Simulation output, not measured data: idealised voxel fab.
process module | voxel self aligned vias
cross-section cut | 270 nm wide | cells 5 nm
A cross-section is a grid of square cells, given in bands from the top down. A band is one or more rows of cells.
Each band's line starts with the height of the band's top and of its bottom, in nm. Then come its materials from left to right, each with its width in nm. One material with "throughout" fills the band from edge to edge. "air" is empty space.
Height 0 is the level under which the wafer as received is all one material. The lowest band goes on downwards, as in "0 down".
A width such as "30 to 40" changes by the same amount from each row of cells to the next, from the band's top row to its bottom row.
"no change" after a step means that no cell of the cross-section changed.
closed voids: empty space of 8 cells or more with no open way to the top, each as width x height at its distance from the left edge, in nm
after a step's settings: what the simulator itself notes on the step
overlay nm, on a step with a mask: how far to the right of its planned place the mask lay; to the left if negative
plan
1 op RECEIVE | material Si
2 op CONFORMAL_DEP | material SiO2 | thk nm 15
3 op CONFORMAL_DEP | material SiCN | thk nm 5
4 op DIRECTIONAL_DEP | material SiO2 | thk nm 25
5 op MASKED_ETCH | tone open | mask id LINES | width nm 30 | pitch nm 80 | etch materials SiO2 | depth nm 25 | overlay nm 0
6 op CONFORMAL_DEP | material TiN | thk nm 5
7 op FILL_DEP | material W | thk nm 10
8 op CMP | height nm 45
9 op SELECTIVE_ETCH | etch materials W Ru TiN | depth nm 10
10 op FILL_DEP | material SiN | thk nm 10
11 op CMP | height nm 45
12 op DIRECTIONAL_DEP | material SiO2 | thk nm 15
13 op PATTERN | tone open | mask id VIAS | material resist | width nm 50 | pitch nm 80 | thk nm 20 | overlay nm 0
14 op DIRECTIONAL_ETCH | etch materials SiO2 | depth nm 15
15 op DIRECTIONAL_ETCH | etch materials SiN | depth nm 10
16 op STRIP | etch materials resist
17 op CONFORMAL_DEP | material TiN | thk nm 5
18 op FILL_DEP | material W | thk nm 10
19 op CMP | height nm 60
20 op CONFORMAL_DEP | material SiCN | thk nm 5
as received, after step 1
  0 down: Si throughout
  closed voids: none
first wafer at the end, as planned
  65 to 60: SiCN throughout
  60 to 50: SiO2 70 | TiN 5 | W 40 | TiN 5 | SiO2 30 | TiN 5 | W 40 | TiN 5 | SiO2 70
  50 to 40: SiO2 70 to 80 | TiN 15 to 5 | W 20 | TiN 15 to 5 | SiO2 30 to 50 | TiN 15 to 5 | W 20 | TiN 15 to 5 | SiO2 70 to 80
  40 to 35: SiO2 80 | TiN 30 | SiO2 50 | TiN 30 | SiO2 80
  35 to 25: SiO2 80 | TiN 5 | W 20 | TiN 5 | SiO2 50 | TiN 5 | W 20 | TiN 5 | SiO2 80
  25 to 20: SiO2 80 | TiN 30 | SiO2 50 | TiN 30 | SiO2 80
  20 to 15: SiCN throughout
  15 to 0: SiO2 throughout
  0 down: Si throughout
  closed voids: none
second wafer at the end: like start, like plan, one mistake
  65 to 60: SiCN throughout
  60 to 50: SiO2 70 | TiN 5 | W 40 | TiN 5 | SiO2 30 | TiN 5 | W 40 | TiN 5 | SiO2 70
  50 to 40: SiO2 70 to 80 | TiN 15 to 5 | W 20 | TiN 15 to 5 | SiO2 30 to 50 | TiN 15 to 5 | W 20 | TiN 15 to 5 | SiO2 70 to 80
  40 to 35: SiO2 80 | TiN 30 | SiO2 50 | TiN 30 | SiO2 80
  35 to 25: SiO2 80 | TiN 5 | W 20 | TiN 5 | SiO2 50 | TiN 5 | W 20 | TiN 5 | SiO2 80
  25 to 20: SiO2 80 | TiN 30 | SiO2 50 | TiN 30 | SiO2 80
  20 to 5: SiO2 throughout
  5 to 0: SiCN throughout
  0 down: Si throughout
  closed voids: none
what went wrong: steps 2 and 3 were swapped
at the end the second wafer has, in cells: as many of each material as the first, in other places
